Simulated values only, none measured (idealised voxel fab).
The following is a process module called voxel transistor to metal.
Displayed cross-section: cut, width of 235 nm, square cells sized 5 nm.
A cross-section in this document is a grid of square cells, and it is written down as bands, the top band listed before the ones below it; a band is made up of one or more rows of cells.
Top height, bottom height, nm. Materials left to right, width each, nm. Single material + "all across" = fills band edge to edge. "blank" = empty.
Heads up on the height convention: 0 is the point under which the incoming wafer is all one material, and the lowest band has no bottom, it just keeps going down, like "z 0 and below".
You'd read "30->40" like this: the band's top row of cells is as wide as the first number, its bottom row is as wide as the second, and going down, every row changes width by the same amount as the row before did.
It should be understood that the words "identical to before", when stated for a given step, signify that the cross-section underwent no change in any of its cells during that step.
Listed in "Completely sealed voids": every empty space of 8 or more cells without an open way to the top. Form: width x height at distance, the distance being from the left edge, all in nm.
Formally, on a step line, whatever follows the settings is a remark that the simulator itself makes on the step.
overlay nm, on a step with a mask: how far to the right of its planned place the mask lay; to the left if negative
This section lists the process steps that were planned:
1 op RECEIVE | material Si
2 op OXIDIZE | depth nm 5
3 op CONFORMAL_DEP | material SiN | thk nm 15
4 op DIRECTIONAL_DEP | material aC | thk nm 15
5 op PATTERN | tone cover | mask id ACTIVE | material resist | width nm 85 | pitch nm 105 | thk nm 35 | overlay nm 0
6 op DIRECTIONAL_ETCH | etch materials aC | depth nm 15
7 op STRIP | etch materials resist
8 op DIRECTIONAL_ETCH | etch materials SiN | depth nm 15
9 op DIRECTIONAL_ETCH | etch materials SiO2 | depth nm 5
10 op DIRECTIONAL_ETCH | etch materials Si | depth nm 30
11 op STRIP | etch materials aC
12 op OXIDIZE | depth nm 5
13 op FILL_DEP | material SiO2 | thk nm 15
14 op CMP | height nm 15
15 op SELECTIVE_ETCH | etch materials SiO2 | depth nm 10
16 op STRIP | etch materials SiN
17 op SELECTIVE_ETCH | etch materials SiO2 | depth nm 5
18 op OXIDIZE | depth nm 5
19 op DIRECTIONAL_DEP | material polySi | thk nm 20
20 op DIRECTIONAL_DEP | material SiCN | thk nm 15
21 op DIRECTIONAL_DEP | material aC | thk nm 10
22 op PATTERN | tone cover | mask id GATE | material resist | width nm 15 | pitch nm 105 | thk nm 30 | overlay nm 0
23 op DIRECTIONAL_ETCH | etch materials aC | depth nm 10
24 op STRIP | etch materials resist
25 op DIRECTIONAL_ETCH | etch materials SiCN | depth nm 25
26 op DIRECTIONAL_ETCH | etch materials polySi | depth nm 30
27 op STRIP | etch materials aC
28 op CONFORMAL_DEP | material SiO2 | thk nm 5
29 op DIRECTIONAL_ETCH | etch materials SiO2 | depth nm 5
30 op CONFORMAL_DEP | material SiN | thk nm 5
31 op DIRECTIONAL_ETCH | etch materials SiN | depth nm 5
32 op DIRECTIONAL_ETCH | etch materials SiO2 | depth nm 5
33 op DIRECTIONAL_ETCH | etch materials Si | depth nm 5
34 op EPI | material SiGe | thk nm 5
35 op FILL_DEP | material SiO2 | thk nm 5
36 op CMP | height nm 30
37 op DIRECTIONAL_DEP | material SiO2 | thk nm 10
38 op PATTERN | tone open | mask id CONTACT | material resist | width nm 15 | thk nm 15 | overlay nm 0
39 op DIRECTIONAL_ETCH | etch materials SiO2 | depth nm 50
40 op STRIP | etch materials resist
41 op CONFORMAL_DEP | material TiN | thk nm 5
42 op FILL_DEP | material W | thk nm 10
43 op CMP | height nm 40
44 op DIRECTIONAL_DEP | material TiN | thk nm 5
45 op DIRECTIONAL_DEP | material W | thk nm 25
46 op MASKED_ETCH | tone cover | mask id METAL_1 | width nm 15 | etch materials W | depth nm 25 | overlay nm 0
47 op MASKED_ETCH | tone cover | mask id METAL_1 | width nm 15 | etch materials TiN | depth nm 5 | overlay nm 0
48 op FILL_DEP | material SiO2 | thk nm 10
49 op CMP | height nm 70
50 op CONFORMAL_DEP | material SiCN | thk nm 5
51 op DIRECTIONAL_DEP | material SiO2 | thk nm 30
52 op PATTERN | tone open | mask id METAL_2 | material resist | width nm 15 | pitch nm 105 | thk nm 15 | overlay nm 0
53 op DIRECTIONAL_ETCH | etch materials SiO2 | depth nm 15
54 op STRIP | etch materials resist
55 op PATTERN | tone open | mask id METAL_2_HOLES | material resist | width nm 15 | pitch nm 105 | thk nm 20 | overlay nm 0
56 op DIRECTIONAL_ETCH | etch materials SiO2 | depth nm 15
57 op DIRECTIONAL_ETCH | etch materials SiCN | depth nm 5
58 op STRIP | etch materials resist
59 op CONFORMAL_DEP | material TiN | thk nm 5
60 op FILL_DEP | material Ru | thk nm 5
61 op CMP | height nm 105
62 op CONFORMAL_DEP | material SiCN | thk nm 5
Here's what the wafer looked like in cross-section when it arrived - that's after step 1:
    z 0 and below  Si all across
    Completely sealed voids: none
Same starting wafer, same plan as above, one mistake in the execution; this is the cross-section at the end of the module:
    z 110 to 105  SiCN all across
    z 105 to 75  25 SiO2 / 5 TiN / 5 Ru / 5 TiN / 90 SiO2 / 5 TiN / 5 Ru / 5 TiN / 90 SiO2
    z 75 to 70  25 SiCN / 15 TiN / 90 SiCN / 15 TiN / 90 SiCN
    z 70 to 45  20 SiO2 / 15 W / 45 SiO2 / 15 W / 30 SiO2 / 15 W / 45 SiO2 / 15 W / 35 SiO2
    z 45 to 40  20 SiO2 / 20 TiN / 40 SiO2 / 20 TiN / 25 SiO2 / 20 TiN / 40 SiO2 / 20 TiN / 30 SiO2
    z 40 to 30  25 SiO2 / 5 TiN / 5 W / 5 TiN / 45 SiO2 / 5 TiN / 5 W / 5 TiN / 30 SiO2 / 5 TiN / 5 W / 5 TiN / 45 SiO2 / 5 TiN / 5 W / 5 TiN / 30 SiO2
    z 30 to 15  25 SiO2 / 5 TiN / 5 W / 5 TiN / 5 SiO2 / 5 SiN / 5 SiO2 / 15 SiCN / 5 SiO2 / 5 SiN / 5 SiO2 / 5 TiN / 5 W / 5 TiN / 30 SiO2 / 5 TiN / 5 W / 5 TiN / 5 SiO2 / 5 SiN / 5 SiO2 / 15 SiCN / 5 SiO2 / 5 SiN / 5 SiO2 / 5 TiN / 5 W / 5 TiN / 30 SiO2
    z 15 to 0  25 SiO2 / 5 TiN / 5 W / 5 TiN / 5 SiO2 / 5 SiN / 5 SiO2 / 15 polySi / 5 SiO2 / 5 SiN / 5 SiO2 / 5 TiN / 5 W / 5 TiN / 30 SiO2 / 5 TiN / 5 W / 5 TiN / 5 SiO2 / 5 SiN / 5 SiO2 / 15 polySi / 5 SiO2 / 5 SiN / 5 SiO2 / 5 TiN / 5 W / 5 TiN / 30 SiO2
    z 0 to -5  20 SiO2 / 5 SiN / 5 TiN / 5 W / 5 TiN / 5 SiO2 / 5 SiN / 5 SiO2 / 15 polySi / 5 SiO2 / 5 SiN / 5 SiO2 / 5 TiN / 5 W / 5 TiN / 5 SiN / 20 SiO2 / 5 SiN / 5 TiN / 5 W / 5 TiN / 5 SiO2 / 5 SiN / 5 SiO2 / 15 polySi / 5 SiO2 / 5 SiN / 5 SiO2 / 5 TiN / 5 W / 5 TiN / 5 SiN / 25 SiO2
    z -5 to -10  25 SiO2 / 15 TiN / 5 SiGe / 35 SiO2 / 5 SiGe / 15 TiN / 30 SiO2 / 15 TiN / 5 SiGe / 35 SiO2 / 5 SiGe / 15 TiN / 30 SiO2
    z -10 to -15  25 SiO2 / 20 SiGe / 35 Si / 20 SiGe / 30 SiO2 / 20 SiGe / 35 Si / 20 SiGe / 30 SiO2
    z -15 to -40  25 SiO2 / 75 Si / 30 SiO2 / 75 Si / 30 SiO2
    z -40 and below  Si all across
    Completely sealed voids: none
What went wrong in running the wafer? for step 46, the planned setting was not used; the step was instead run as op MASKED_ETCH | tone cover | mask id METAL_1 | width nm 15 | etch materials W | depth nm 25 | overlay nm -5
